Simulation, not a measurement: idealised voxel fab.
Process module name: voxel air gaps
Cross-section cut: width 170 nm, square cells of 5 nm.
Format of a cross-section: grid, square cells. Given as bands. Order: top down. Band: one or more rows of cells. Top height, bottom height, nm. Materials left to right, width each, nm. Single material + "throughout" = fills band edge to edge. "blank" = empty. We count height from 0. Below that, the starting wafer is all one material. The lowest band never ends at the bottom but goes on down; see "0 and below" for how that is written. The two numbers in a width such as "30..40" mark its ends across the band: the first belongs to the top row of cells, the second to the bottom row, and from each row to the next the width moves by the same amount. "remained unchanged" for a step: no cell of the cross-section changed in that step. You'll see "Closed cavity list" listing empty spaces that have no way open to the top, as long as they're 8 cells or more; the notation is width x height at distance, where the distance is from the left edge, and all of it is in nm. It should be noted that, on the line of a given step, the content following the step's settings is a remark produced by the simulator itself with respect to that step. The line of a step may include "overlay nm". On a step with a mask, this value is how far to the right of its planned place the mask lay. A negative value means the mask lay to the left.
The planned process steps are enumerated hereunder:
1,op RECEIVE | material Si
2,op CONFORMAL_DEP | material SiO2 | thk nm 15
3,op CONFORMAL_DEP | material SiN | thk nm 5
4,op DIRECTIONAL_DEP | material SiO2 | thk nm 40
5,op MASKED_ETCH | tone open | mask id LINES | width nm 25 | pitch nm 50 | etch materials SiO2 | depth nm 40 | overlay nm -5
6,op CONFORMAL_DEP | material TiN | thk nm 5
7,op FILL_DEP | material W | thk nm 5
8,op CMP | height nm 60
9,op EPI | material Ru | thk nm 10
10,op SELECTIVE_ETCH | etch materials SiO2 | depth nm 50
11,op CONFORMAL_DEP | material SiCN | thk nm 5
Be aware that, although all wafers share a common starting state, the overlay nm at step 5 differs among them, and the plan displays the first wafer's value.
So this is the first of several wafers, cross-sectioned as it came to us, meaning it's at the end of step 1:
    0 and below  Si throughout
    Closed cavity list: none
Cross-section of the first of several wafers, taken after step 11, where the module ends:
    75 down to 70  155 SiCN; 15 blank
    70 down to 60  5 SiCN; 45 Ru; 5 SiCN; 45 Ru; 5 SiCN; 45 Ru; 5 SiCN; 15 blank
    60 down to 55  15 SiCN; 5 TiN; 15 W; 5 TiN; 25 SiCN; 5 TiN; 15 W; 5 TiN; 25 SiCN; 5 TiN; 15 W; 5 TiN; 15 SiCN; 15 blank
    55 down to 25  10 blank; 5 SiCN; 5 TiN; 15 W; 5 TiN; 5 SiCN; 15 blank; 5 SiCN; 5 TiN; 15 W; 5 TiN; 5 SiCN; 15 blank; 5 SiCN; 5 TiN; 15 W; 5 TiN; 5 SiCN; 25 blank
    25 down to 20  15 SiCN; 25 TiN; 25 SiCN; 25 TiN; 25 SiCN; 25 TiN; 30 SiCN
    20 down to 15  SiN throughout
    15 down to 0  SiO2 throughout
    0 and below  Si throughout
    Closed cavity list: 10 x 30 at 0; 15 x 30 at 45; 15 x 30 at 95
Final wafer cross-section at module end:
    75 down to 70  15 blank; 155 SiCN
    70 down to 60  15 blank; 5 SiCN; 45 Ru; 5 SiCN; 45 Ru; 5 SiCN; 45 Ru; 5 SiCN
    60 down to 55  15 blank; 15 SiCN; 5 TiN; 15 W; 5 TiN; 25 SiCN; 5 TiN; 15 W; 5 TiN; 25 SiCN; 5 TiN; 15 W; 5 TiN; 15 SiCN
    55 down to 25  25 blank; 5 SiCN; 5 TiN; 15 W; 5 TiN; 5 SiCN; 15 blank; 5 SiCN; 5 TiN; 15 W; 5 TiN; 5 SiCN; 15 blank; 5 SiCN; 5 TiN; 15 W; 5 TiN; 5 SiCN; 10 blank
    25 down to 20  30 SiCN; 25 TiN; 25 SiCN; 25 TiN; 25 SiCN; 25 TiN; 15 SiCN
    20 down to 15  SiN throughout
    15 down to 0  SiO2 throughout
    0 and below  Si throughout
    Closed cavity list: 15 x 30 at 60; 15 x 30 at 110; 10 x 30 at 160
Per wafer, end of module: cells gained (+) or lost (-) per material since receipt, then closed voids:
overlay nm -5; +54 Ru; +110 SiCN; +34 SiN; +102 SiO2; +57 TiN; +63 W; Closed cavity list: 10 x 30 at 0; 15 x 30 at 45; 15 x 30 at 95
overlay nm 0; +54 Ru; +110 SiCN; +34 SiN; +102 SiO2; +57 TiN; +63 W; Closed cavity list: 15 x 30 at 50; 15 x 30 at 100
overlay nm 5; +54 Ru; +110 SiCN; +34 SiN; +102 SiO2; +57 TiN; +63 W; Closed cavity list: 15 x 30 at 55; 15 x 30 at 105
overlay nm 10; +54 Ru; +110 SiCN; +34 SiN; +102 SiO2; +57 TiN; +63 W; Closed cavity list: 15 x 30 at 60; 15 x 30 at 110; 10 x 30 at 160
